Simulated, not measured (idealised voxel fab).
process module | voxel self aligned contacts
cross-section cut | 150 nm wide | cells 5 nm
A cross-section is a grid of square cells, given in bands from the top down. A band is one or more rows of cells.
Each band's line starts with the height of the band's top and of its bottom, in nm. Then come its materials from left to right, each with its width in nm. One material with "throughout" fills the band from edge to edge. "air" is empty space.
Height 0 is the level under which the wafer as received is all one material. The lowest band goes on downwards, as in "0 down".
A width such as "30 to 40" changes by the same amount from each row of cells to the next, from the band's top row to its bottom row.
"no change" after a step means that no cell of the cross-section changed.
closed voids: empty space of 8 cells or more with no open way to the top, each as width x height at its distance from the left edge, in nm
after a step's settings: what the simulator itself notes on the step
overlay nm, on a step with a mask: how far to the right of its planned place the mask lay; to the left if negative
plan
1 op RECEIVE | material Si
2 op CONFORMAL_DEP | material SiO2 | thk nm 5
3 op DIRECTIONAL_DEP | material polySi | thk nm 30
4 op DIRECTIONAL_DEP | material SiN | thk nm 20
5 op MASKED_ETCH | tone cover | mask id GATE | width nm 30 | pitch nm 60 | etch materials SiN | depth nm 20 | overlay nm 0
6 op MASKED_ETCH | tone cover | mask id GATE | width nm 30 | pitch nm 60 | etch materials polySi | depth nm 30 | overlay nm 0
7 op CONFORMAL_DEP | material SiN | thk nm 5
8 op DIRECTIONAL_ETCH | etch materials SiN | depth nm 5
9 op FILL_DEP | material SiO2 | thk nm 20
10 op CMP | height nm 65
11 op DIRECTIONAL_DEP | material aC | thk nm 15
12 op PATTERN | tone open | mask id CONTACT | material resist | width nm 40 | thk nm 30 | overlay nm 0
13 op DIRECTIONAL_ETCH | etch materials aC | depth nm 15
14 op STRIP | etch materials resist
15 op DIRECTIONAL_ETCH | etch materials SiO2 | depth nm 65
16 op STRIP | etch materials aC
17 op CONFORMAL_DEP | material TiN | thk nm 5
18 op FILL_DEP | material W | thk nm 5
19 op CMP | height nm 65
20 op CONFORMAL_DEP | material SiN | thk nm 5
first wafer, as planned
as received, after step 1
  0 down: Si throughout
  closed voids: none
after step 2
  5 to 0: SiO2 throughout
  below 0: unchanged
after step 3
  35 to 5: polySi throughout
  below 5: unchanged
after step 4
  55 to 35: SiN throughout
  below 35: unchanged
after step 5
  55 to 35: air 30 | SiN 30 | air 30 | SiN 30 | air 30
  below 35: unchanged
after step 6
  55 to 35: air 30 | SiN 30 | air 30 | SiN 30 | air 30
  35 to 5: air 30 | polySi 30 | air 30 | polySi 30 | air 30
  below 5: unchanged
after step 7
  60 to 35: air 25 | SiN 40 | air 20 | SiN 40 | air 25
  35 to 10: air 25 | SiN 5 | polySi 30 | SiN 5 | air 20 | SiN 5 | polySi 30 | SiN 5 | air 25
  10 to 5: SiN 30 | polySi 30 | SiN 30 | polySi 30 | SiN 30
  below 5: unchanged
after step 8
  55 to 35: air 25 | SiN 40 | air 20 | SiN 40 | air 25
  35 to 5: air 25 | SiN 5 | polySi 30 | SiN 5 | air 20 | SiN 5 | polySi 30 | SiN 5 | air 25
  below 5: unchanged
after step 9
  75 to 55: SiO2 throughout
  55 to 35: SiO2 25 | SiN 40 | SiO2 20 | SiN 40 | SiO2 25
  35 to 5: SiO2 25 | SiN 5 | polySi 30 | SiN 5 | SiO2 20 | SiN 5 | polySi 30 | SiN 5 | SiO2 25
  below 5: unchanged
after step 10
  65 to 55: SiO2 throughout
  below 55: unchanged
after step 11
  80 to 65: aC throughout
  below 65: unchanged
after step 12
  110 to 80: resist 55 | air 40 | resist 55
  below 80: unchanged
after step 13
  95 to 80: resist 55 | air 40 | resist 55
  80 to 65: aC 55 | air 40 | aC 55
  below 65: unchanged
after step 14
  80 to 65: aC 55 | air 40 | aC 55
  below 65: unchanged
after step 15
  80 to 65: aC 55 | air 40 | aC 55
  65 to 55: SiO2 55 | air 40 | SiO2 55
  55 to 35: SiO2 25 | SiN 40 | air 20 | SiN 40 | SiO2 25
  35 to 5: SiO2 25 | SiN 5 | polySi 30 | SiN 5 | air 20 | SiN 5 | polySi 30 | SiN 5 | SiO2 25
  5 to 0: SiO2 65 | air 20 | SiO2 65
  below 0: unchanged
after step 16
  65 to 55: SiO2 55 | air 40 | SiO2 55
  below 55: unchanged
after step 17
  70 to 65: TiN 60 | air 30 | TiN 60
  65 to 55: SiO2 55 | TiN 5 to 15 | air 30 to 10 | TiN 5 to 15 | SiO2 55
  55 to 35: SiO2 25 | SiN 40 | TiN 5 | air 10 | TiN 5 | SiN 40 | SiO2 25
  35 to 5: SiO2 25 | SiN 5 | polySi 30 | SiN 5 | TiN 5 | air 10 | TiN 5 | SiN 5 | polySi 30 | SiN 5 | SiO2 25
  5 to 0: SiO2 65 | TiN 20 | SiO2 65
  below 0: unchanged
after step 18
  75 to 70: W throughout
  70 to 65: TiN 60 | W 30 | TiN 60
  65 to 55: SiO2 55 | TiN 5 to 15 | W 30 to 10 | TiN 5 to 15 | SiO2 55
  55 to 35: SiO2 25 | SiN 40 | TiN 5 | W 10 | TiN 5 | SiN 40 | SiO2 25
  35 to 5: SiO2 25 | SiN 5 | polySi 30 | SiN 5 | TiN 5 | W 10 | TiN 5 | SiN 5 | polySi 30 | SiN 5 | SiO2 25
  below 5: unchanged
after step 19
  65 to 55: SiO2 55 | TiN 5 to 15 | W 30 to 10 | TiN 5 to 15 | SiO2 55
  below 55: unchanged
after step 20
  70 to 65: SiN throughout
  below 65: unchanged
second wafer: like start, like plan, one mistake. Through step 2 it matches the first wafer
when step 3 should have ended
  25 to 5: SiN throughout
  below 5: unchanged
when step 4 should have ended
  55 to 25: polySi throughout
  below 25: unchanged
when step 5 should have ended: no change
when step 6 should have ended
  55 to 25: air 30 | polySi 30 | air 30 | polySi 30 | air 30
  below 25: unchanged
when step 7 should have ended
  60 to 55: air 25 | SiN 40 | air 20 | SiN 40 | air 25
  55 to 30: air 25 | SiN 5 | polySi 30 | SiN 5 | air 20 | SiN 5 | polySi 30 | SiN 5 | air 25
  30 to 25: SiN 30 | polySi 30 | SiN 30 | polySi 30 | SiN 30
  below 25: unchanged
when step 8 should have ended
  55 to 25: air 25 | SiN 5 | polySi 30 | SiN 5 | air 20 | SiN 5 | polySi 30 | SiN 5 | air 25
  below 25: unchanged
when step 9 should have ended
  75 to 55: SiO2 throughout
  55 to 25: SiO2 25 | SiN 5 | polySi 30 | SiN 5 | SiO2 20 | SiN 5 | polySi 30 | SiN 5 | SiO2 25
  below 25: unchanged
when step 10 should have ended
  65 to 55: SiO2 throughout
  below 55: unchanged
when step 11 should have ended
  80 to 65: aC throughout
  below 65: unchanged
when step 12 should have ended
  110 to 80: resist 55 | air 40 | resist 55
  below 80: unchanged
when step 13 should have ended
  95 to 80: resist 55 | air 40 | resist 55
  80 to 65: aC 55 | air 40 | aC 55
  below 65: unchanged
when step 14 should have ended
  80 to 65: aC 55 | air 40 | aC 55
  below 65: unchanged
when step 15 should have ended
  80 to 65: aC 55 | air 40 | aC 55
  65 to 55: SiO2 55 | air 40 | SiO2 55
  55 to 25: SiO2 25 | SiN 5 | polySi 30 | SiN 5 | air 20 | SiN 5 | polySi 30 | SiN 5 | SiO2 25
  below 25: unchanged
when step 16 should have ended
  65 to 55: SiO2 55 | air 40 | SiO2 55
  below 55: unchanged
when step 17 should have ended
  70 to 65: TiN 60 | air 30 | TiN 60
  65 to 55: SiO2 55 | TiN 5 to 15 | air 30 to 10 | TiN 5 to 15 | SiO2 55
  55 to 30: SiO2 25 | SiN 5 | polySi 30 | SiN 5 | TiN 5 | air 10 | TiN 5 | SiN 5 | polySi 30 | SiN 5 | SiO2 25
  30 to 25: SiO2 25 | SiN 5 | polySi 30 | SiN 5 | TiN 20 | SiN 5 | polySi 30 | SiN 5 | SiO2 25
  below 25: unchanged
when step 18 should have ended
  75 to 70: W throughout
  70 to 65: TiN 60 | W 30 | TiN 60
  65 to 55: SiO2 55 | TiN 5 to 15 | W 30 to 10 | TiN 5 to 15 | SiO2 55
  55 to 30: SiO2 25 | SiN 5 | polySi 30 | SiN 5 | TiN 5 | W 10 | TiN 5 | SiN 5 | polySi 30 | SiN 5 | SiO2 25
  below 30: unchanged
when step 19 should have ended
  65 to 55: SiO2 55 | TiN 5 to 15 | W 30 to 10 | TiN 5 to 15 | SiO2 55
  below 55: unchanged
when step 20 should have ended
  70 to 65: SiN throughout
  below 65: unchanged
what went wrong: steps 3 and 4 were swapped
at the end the second wafer has, in cells: 56 more of SiN | 36 fewer of SiO2 | 10 fewer of TiN | 10 fewer of W
